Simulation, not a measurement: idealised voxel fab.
This section sets out a process module, namely voxel transistor to metal.
Section cut is 275 nm wide and gridded with 5 nm square cells.
Cross-section layout: square cells on a grid; listed as bands, top to bottom; a band spans one or more cell rows.
In this notation a band is specified by the heights of its top and bottom, in that order and in nm, after which its materials appear from left to right, each paired with its width in nm. The word "throughout" attached to a single material means that material fills the band from edge to edge; the word "empty" stands for empty space.
Ref level 0: as-received wafer is one material below here. Bottom band extends down with no lower bound ("from 0 down").
Top row gets the first number, bottom row gets the second, and each row in between changes by the same step: that is how a band width like "30 to 40" works.
When a step is marked "no change", none of the cells in the cross-section changed during that step.
Entry "Closed cavities". Content: empty spaces with no open connection to the top, size 8 cells or greater. Each: width x height at distance. Distance: from left edge. Unit: nm.
Past the settings on a step's line: simulator remark, on that step.
"overlay nm" denotes, for a step that has a mask, the displacement of the mask to the right of its planned place, with negative values corresponding to the left.
## List of planned process steps
step 1: RECEIVE,material Si
step 2: CONFORMAL_DEP,material SiO2,thk nm 5
step 3: CONFORMAL_DEP,material SiN,thk nm 15
step 4: DIRECTIONAL_DEP,material aC,thk nm 10
step 5: PATTERN,tone cover,mask id ACTIVE,material resist,width nm 95,pitch nm 120,thk nm 25,overlay nm 0
step 6: DIRECTIONAL_ETCH,etch materials aC,depth nm 10
step 7: STRIP,etch materials resist
step 8: DIRECTIONAL_ETCH,etch materials SiN,depth nm 15
step 9: DIRECTIONAL_ETCH,etch materials SiO2,depth nm 5
step 10: DIRECTIONAL_ETCH,etch materials Si,depth nm 25
step 11: STRIP,etch materials aC
step 12: OXIDIZE,depth nm 5
step 13: FILL_DEP,material SiO2,thk nm 15
step 14: CMP,height nm 20
step 15: SELECTIVE_ETCH,etch materials SiO2,depth nm 10
step 16: STRIP,etch materials SiN
step 17: SELECTIVE_ETCH,etch materials SiO2,depth nm 5
step 18: OXIDIZE,depth nm 5
step 19: DIRECTIONAL_DEP,material polySi,thk nm 30
step 20: DIRECTIONAL_DEP,material SiCN,thk nm 15
step 21: DIRECTIONAL_DEP,material aC,thk nm 15
step 22: PATTERN,tone cover,mask id GATE,material resist,width nm 25,pitch nm 120,thk nm 30,overlay nm 0
step 23: DIRECTIONAL_ETCH,etch materials aC,depth nm 15
step 24: STRIP,etch materials resist
step 25: DIRECTIONAL_ETCH,etch materials SiCN,depth nm 25
step 26: DIRECTIONAL_ETCH,etch materials polySi,depth nm 40
step 27: STRIP,etch materials aC
step 28: CONFORMAL_DEP,material SiO2,thk nm 5
step 29: DIRECTIONAL_ETCH,etch materials SiO2,depth nm 5
step 30: CONFORMAL_DEP,material SiN,thk nm 5
step 31: DIRECTIONAL_ETCH,etch materials SiN,depth nm 5
step 32: DIRECTIONAL_ETCH,etch materials SiO2,depth nm 5
step 33: EPI,material pSi,thk nm 5
step 34: FILL_DEP,material SiO2,thk nm 5
step 35: CMP,height nm 30
step 36: STRIP,etch materials polySi
step 37: SELECTIVE_ETCH,etch materials SiO2,depth nm 5
step 38: CONFORMAL_DEP,material HfO2,thk nm 5
step 39: CONFORMAL_DEP,material TiN,thk nm 5
step 40: FILL_DEP,material W,thk nm 10
step 41: CMP,height nm 25
step 42: DIRECTIONAL_DEP,material SiO2,thk nm 15
step 43: DIRECTIONAL_DEP,material aC,thk nm 15
step 44: PATTERN,tone open,mask id CONTACT,material resist,width nm 15,thk nm 30,overlay nm 0
step 45: DIRECTIONAL_ETCH,etch materials aC,depth nm 15
step 46: STRIP,etch materials resist
step 47: DIRECTIONAL_ETCH,etch materials SiO2,depth nm 40
step 48: STRIP,etch materials aC
step 49: CONFORMAL_DEP,material TiN,thk nm 5
step 50: FILL_DEP,material W,thk nm 5
step 51: CMP,height nm 40
step 52: CONFORMAL_DEP,material SiN,thk nm 5
step 53: DIRECTIONAL_DEP,material SiO2,thk nm 20
step 54: PATTERN,tone open,mask id METAL_1,material resist,width nm 15,thk nm 15,overlay nm 0
step 55: DIRECTIONAL_ETCH,etch materials SiO2,depth nm 20
step 56: DIRECTIONAL_ETCH,etch materials SiN,depth nm 5
step 57: STRIP,etch materials resist
step 58: CONFORMAL_DEP,material TiN,thk nm 5
step 59: FILL_DEP,material Cu,thk nm 5
step 60: CMP,height nm 65
step 61: CONFORMAL_DEP,material SiCN,thk nm 5
step 62: DIRECTIONAL_DEP,material lowk,thk nm 30
step 63: MASKED_ETCH,tone open,mask id METAL_2,width nm 15,pitch nm 120,etch materials lowk,depth nm 20,overlay nm 0
step 64: PATTERN,tone open,mask id METAL_2_HOLES,material resist,width nm 15,pitch nm 120,thk nm 20,overlay nm -15
step 65: DIRECTIONAL_ETCH,etch materials lowk,depth nm 10
step 66: DIRECTIONAL_ETCH,etch materials SiCN,depth nm 5
step 67: STRIP,etch materials resist
step 68: CONFORMAL_DEP,material TiN,thk nm 5
step 69: FILL_DEP,material Cu,thk nm 10
step 70: CMP,height nm 100
step 71: CONFORMAL_DEP,material SiN,thk nm 5
Heads up: all these wafers start the same, and what changes between them is the overlay nm in step 64. The value you see in the plan is just what the first wafer got.
## This is how the first of several wafers looked in cross-section when it arrived, which is after step 1
> from 0 down: Si throughout
> Closed cavities: none
## End-of-module cross-section, first of several wafers, after last step 71
> from 105 to 100: SiN throughout
> from 100 to 90: lowk (20), TiN (5 to 20), Cu (20 to 5), TiN (5), lowk (90), TiN (5 to 20), Cu (20 to 5), TiN (5), lowk (105)
> from 90 to 85: lowk (35), TiN (5), Cu (5), TiN (5), lowk (105), TiN (5), Cu (5), TiN (5), lowk (105)
> from 85 to 80: lowk (35), TiN (15), lowk (105), TiN (15), lowk (105)
> from 80 to 70: lowk throughout
> from 70 to 65: SiCN throughout
> from 65 to 45: SiO2 (35), TiN (5), Cu (5), TiN (5), SiO2 (55), TiN (5), Cu (5), TiN (5), SiO2 (35), TiN (5), Cu (5), TiN (5), SiO2 (55), TiN (5), Cu (5), TiN (5), SiO2 (35)
> from 45 to 40: SiN (35), TiN (15), SiN (55), TiN (15), SiN (35), TiN (15), SiN (55), TiN (15), SiN (35)
> from 40 to 25: SiO2 (35), TiN (5), W (5), TiN (5), SiO2 (55), TiN (5), W (5), TiN (5), SiO2 (35), TiN (5), W (5), TiN (5), SiO2 (55), TiN (5), W (5), TiN (5), SiO2 (35)
> from 25 to 5: SiO2 (35), TiN (5), W (5), TiN (5), SiO2 (5), SiN (5), HfO2 (5), TiN (5), W (15), TiN (5), HfO2 (5), SiN (5), SiO2 (5), TiN (5), W (5), TiN (5), SiO2 (35), TiN (5), W (5), TiN (5), SiO2 (5), SiN (5), HfO2 (5), TiN (5), W (15), TiN (5), HfO2 (5), SiN (5), SiO2 (5), TiN (5), W (5), TiN (5), SiO2 (35)
> from 5 to 0: SiO2 (30), SiN (5), TiN (15), SiO2 (5), SiN (5), HfO2 (5), TiN (25), HfO2 (5), SiN (5), SiO2 (5), TiN (15), SiN (5), SiO2 (25), SiN (5), TiN (15), SiO2 (5), SiN (5), HfO2 (5), TiN (25), HfO2 (5), SiN (5), SiO2 (5), TiN (15), SiN (5), SiO2 (30)
> from 0 to -5: SiO2 (35), pSi (20), SiO2 (5), HfO2 (35), SiO2 (5), pSi (20), SiO2 (35), pSi (20), SiO2 (5), HfO2 (35), SiO2 (5), pSi (20), SiO2 (35)
> from -5 to -30: SiO2 (35), Si (85), SiO2 (35), Si (85), SiO2 (35)
> from -30 down: Si throughout
> Closed cavities: none
## Cross-sectional view, end of module, last wafer of several
> from 105 to 100: SiN throughout
> from 100 to 90: lowk (35), TiN (5), Cu (20 to 5), TiN (5 to 20), lowk (90), TiN (5), Cu (20 to 5), TiN (5 to 20), lowk (90)
> from 90 to 85: lowk (35), TiN (5), Cu (5), TiN (5), lowk (105), TiN (5), Cu (5), TiN (5), lowk (105)
> from 85 to 80: lowk (35), TiN (15), lowk (105), TiN (15), lowk (105)
> from 80 to 70: lowk throughout
> from 70 to 65: SiCN throughout
> from 65 to 45: SiO2 (35), TiN (5), Cu (5), TiN (5), SiO2 (55), TiN (5), Cu (5), TiN (5), SiO2 (35), TiN (5), Cu (5), TiN (5), SiO2 (55), TiN (5), Cu (5), TiN (5), SiO2 (35)
> from 45 to 40: SiN (35), TiN (15), SiN (55), TiN (15), SiN (35), TiN (15), SiN (55), TiN (15), SiN (35)
> from 40 to 25: SiO2 (35), TiN (5), W (5), TiN (5), SiO2 (55), TiN (5), W (5), TiN (5), SiO2 (35), TiN (5), W (5), TiN (5), SiO2 (55), TiN (5), W (5), TiN (5), SiO2 (35)
> from 25 to 5: SiO2 (35), TiN (5), W (5), TiN (5), SiO2 (5), SiN (5), HfO2 (5), TiN (5), W (15), TiN (5), HfO2 (5), SiN (5), SiO2 (5), TiN (5), W (5), TiN (5), SiO2 (35), TiN (5), W (5), TiN (5), SiO2 (5), SiN (5), HfO2 (5), TiN (5), W (15), TiN (5), HfO2 (5), SiN (5), SiO2 (5), TiN (5), W (5), TiN (5), SiO2 (35)
> from 5 to 0: SiO2 (30), SiN (5), TiN (15), SiO2 (5), SiN (5), HfO2 (5), TiN (25), HfO2 (5), SiN (5), SiO2 (5), TiN (15), SiN (5), SiO2 (25), SiN (5), TiN (15), SiO2 (5), SiN (5), HfO2 (5), TiN (25), HfO2 (5), SiN (5), SiO2 (5), TiN (15), SiN (5), SiO2 (30)
> from 0 to -5: SiO2 (35), pSi (20), SiO2 (5), HfO2 (35), SiO2 (5), pSi (20), SiO2 (35), pSi (20), SiO2 (5), HfO2 (35), SiO2 (5), pSi (20), SiO2 (35)
> from -5 to -30: SiO2 (35), Si (85), SiO2 (35), Si (85), SiO2 (35)
> from -30 down: Si throughout
> Closed cavities: none
## Every row in this table is a wafer at the end of the module, and it gives, for each of the materials, the cells that wafer has gained (+) or lost (-) since it was received, then its closed voids
overlay nm -15; +28 Cu; +34 HfO2; -160 Si; +55 SiCN; +122 SiN; +552 SiO2; +162 TiN; +52 W; +294 lowk; +16 pSi; Closed cavities: none
overlay nm -10; +26 Cu; +34 HfO2; -160 Si; +53 SiCN; +122 SiN; +552 SiO2; +166 TiN; +52 W; +294 lowk; +16 pSi; Closed cavities: none
overlay nm -5; +24 Cu; +34 HfO2; -160 Si; +51 SiCN; +122 SiN; +552 SiO2; +170 TiN; +52 W; +294 lowk; +16 pSi; Closed cavities: none
overlay nm 0; +28 Cu; +34 HfO2; -160 Si; +49 SiCN; +122 SiN; +552 SiO2; +168 TiN; +52 W; +294 lowk; +16 pSi; Closed cavities: none
overlay nm 5; +24 Cu; +34 HfO2; -160 Si; +51 SiCN; +122 SiN; +552 SiO2; +170 TiN; +52 W; +294 lowk; +16 pSi; Closed cavities: none
overlay nm 10; +26 Cu; +34 HfO2; -160 Si; +53 SiCN; +122 SiN; +552 SiO2; +166 TiN; +52 W; +294 lowk; +16 pSi; Closed cavities: none
overlay nm 15; +28 Cu; +34 HfO2; -160 Si; +55 SiCN; +122 SiN; +552 SiO2; +162 TiN; +52 W; +294 lowk; +16 pSi; Closed cavities: none
